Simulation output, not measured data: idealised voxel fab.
Proc. module: voxel wiring stack
The cross-section on display is named cut; it measures 270 nm wide, and its cells are 5 nm squares.
Reading order for cross-sections: top band down to bottom band. Underlying form: a grid of square cells. Band size: one or more rows of cells.
It is stipulated that each band's entry specify, in nanometres, the height of the top of the band and then that of its bottom, followed by the materials of the band in left-to-right sequence, each together with its width in nanometres. A single material marked by the word "full width" is understood to fill the band from edge to edge; the word "empty" is understood to denote empty space.
Heads up on the height convention: 0 is the point under which the incoming wafer is all one material, and the lowest band has no bottom, it just keeps going down, like "0 -> down".
Per-row width for "30 to 40": begins at first number (top row of band), ends at second number (bottom row), increment between rows held constant.
Basically "no change" means that step didn't change any cell in the cross-section.
You'll see "Sealed cavities" listing empty spaces that have no way open to the top, as long as they're 8 cells or more; the notation is width x height at distance, where the distance is from the left edge, and all of it is in nm.
It should be noted that, on the line of a given step, the content following the step's settings is a remark produced by the simulator itself with respect to that step.
overlay nm: mask offset rightward from planned place, masked step; negative means leftward offset.

### Process steps foreseen in the plan
1: RECEIVE | material Si
2: CONFORMAL_DEP | material SiO2 | thk nm 10
3: DIRECTIONAL_DEP | material TiN | thk nm 5
4: DIRECTIONAL_DEP | material W | thk nm 20
5: MASKED_ETCH | tone cover | mask id METAL_1 | width nm 25 | pitch nm 55 | etch materials W | depth nm 20 | overlay nm 0
6: MASKED_ETCH | tone cover | mask id METAL_1 | width nm 25 | pitch nm 55 | etch materials TiN | depth nm 5 | overlay nm 0
7: CONFORMAL_DEP | material SiCN | thk nm 5
8: FILL_DEP | material SiO2 | thk nm 5
9: CMP | height nm 35
10: CONFORMAL_DEP | material SiCN | thk nm 5
11: DIRECTIONAL_DEP | material lowk | thk nm 15
12: DIRECTIONAL_DEP | material aC | thk nm 15
13: PATTERN | tone open | mask id PLUG_1 | material resist | width nm 15 | pitch nm 55 | thk nm 30 | overlay nm 0
14: DIRECTIONAL_ETCH | etch materials aC | depth nm 15
15: STRIP | etch materials resist
16: DIRECTIONAL_ETCH | etch materials lowk | depth nm 15
17: DIRECTIONAL_ETCH | etch materials SiCN | depth nm 5
18: STRIP | etch materials aC
19: CONFORMAL_DEP | material TiN | thk nm 5
20: FILL_DEP | material Cu | thk nm 10
21: CMP | height nm 55
22: DIRECTIONAL_DEP | material TiN | thk nm 5
23: DIRECTIONAL_DEP | material Ru | thk nm 20
24: DIRECTIONAL_DEP | material aC | thk nm 15
25: PATTERN | tone cover | mask id METAL_2 | material resist | width nm 25 | pitch nm 55 | thk nm 35 | overlay nm 0
26: DIRECTIONAL_ETCH | etch materials aC | depth nm 15
27: STRIP | etch materials resist
28: DIRECTIONAL_ETCH | etch materials Ru | depth nm 20
29: DIRECTIONAL_ETCH | etch materials TiN | depth nm 5
30: STRIP | etch materials aC
31: FILL_DEP | material SiO2 | thk nm 5
32: CMP | height nm 80
33: CONFORMAL_DEP | material SiCN | thk nm 5
34: DIRECTIONAL_DEP | material lowk | thk nm 30
35: PATTERN | tone open | mask id METAL_3 | material resist | width nm 25 | pitch nm 55 | thk nm 20 | overlay nm 0
36: DIRECTIONAL_ETCH | etch materials lowk | depth nm 15
37: STRIP | etch materials resist
38: DIRECTIONAL_DEP | material aC | thk nm 15
39: PATTERN | tone open | mask id METAL_3_HOLES | material resist | width nm 15 | thk nm 35 | overlay nm 0
40: DIRECTIONAL_ETCH | etch materials aC | depth nm 15
41: STRIP | etch materials resist
42: DIRECTIONAL_ETCH | etch materials lowk | depth nm 15
43: DIRECTIONAL_ETCH | etch materials SiCN | depth nm 5
44: STRIP | etch materials aC
45: CONFORMAL_DEP | material TiN | thk nm 5
46: FILL_DEP | material Cu | thk nm 10
47: CMP | height nm 115
48: CONFORMAL_DEP | material SiN | thk nm 5

### Cross-section, incoming material, after step 1
    0 -> down | Si full width
    Sealed cavities: none

### Cross-section, end of module. Start: as above. Plan: as above. Execution: one mistake
    120 -> 115 | SiN full width
    115 -> 105 | lowk=95 / TiN=5 / Cu=15 / TiN=5 / lowk=30 / TiN=5 / Cu=15 / TiN=5 / lowk=95
    105 -> 100 | lowk=95 / TiN=5 / Cu=5 / TiN=15 / lowk=30 / TiN=25 / lowk=95
    100 -> 85 | lowk=95 / TiN=5 / Cu=5 / TiN=5 / lowk=160
    85 -> 80 | SiCN=95 / TiN=15 / SiCN=160
    80 -> 60 | SiO2=105 / Ru=25 / SiO2=30 / Ru=25 / SiO2=85
    60 -> 55 | SiO2=105 / TiN=25 / SiO2=30 / TiN=25 / SiO2=85
    55 -> 40 | lowk=95 / TiN=5 / Cu=5 / TiN=5 / lowk=40 / TiN=5 / Cu=5 / TiN=5 / lowk=105
    40 -> 35 | SiCN=95 / TiN=15 / SiCN=40 / TiN=15 / SiCN=105
    35 -> 15 | SiO2=90 / SiCN=5 / W=25 / SiCN=5 / SiO2=20 / SiCN=5 / W=25 / SiCN=5 / SiO2=90
    15 -> 10 | SiCN=95 / TiN=25 / SiCN=30 / TiN=25 / SiCN=95
    10 -> 0 | SiO2 full width
    0 -> down | Si full width
    Sealed cavities: none
Against the plan, the run slipped here: step 25 ran differently from the plan; actual operation with settings: PATTERN | tone cover | mask id METAL_2 | material resist | width nm 25 | pitch nm 55 | thk nm 35 | overlay nm 10
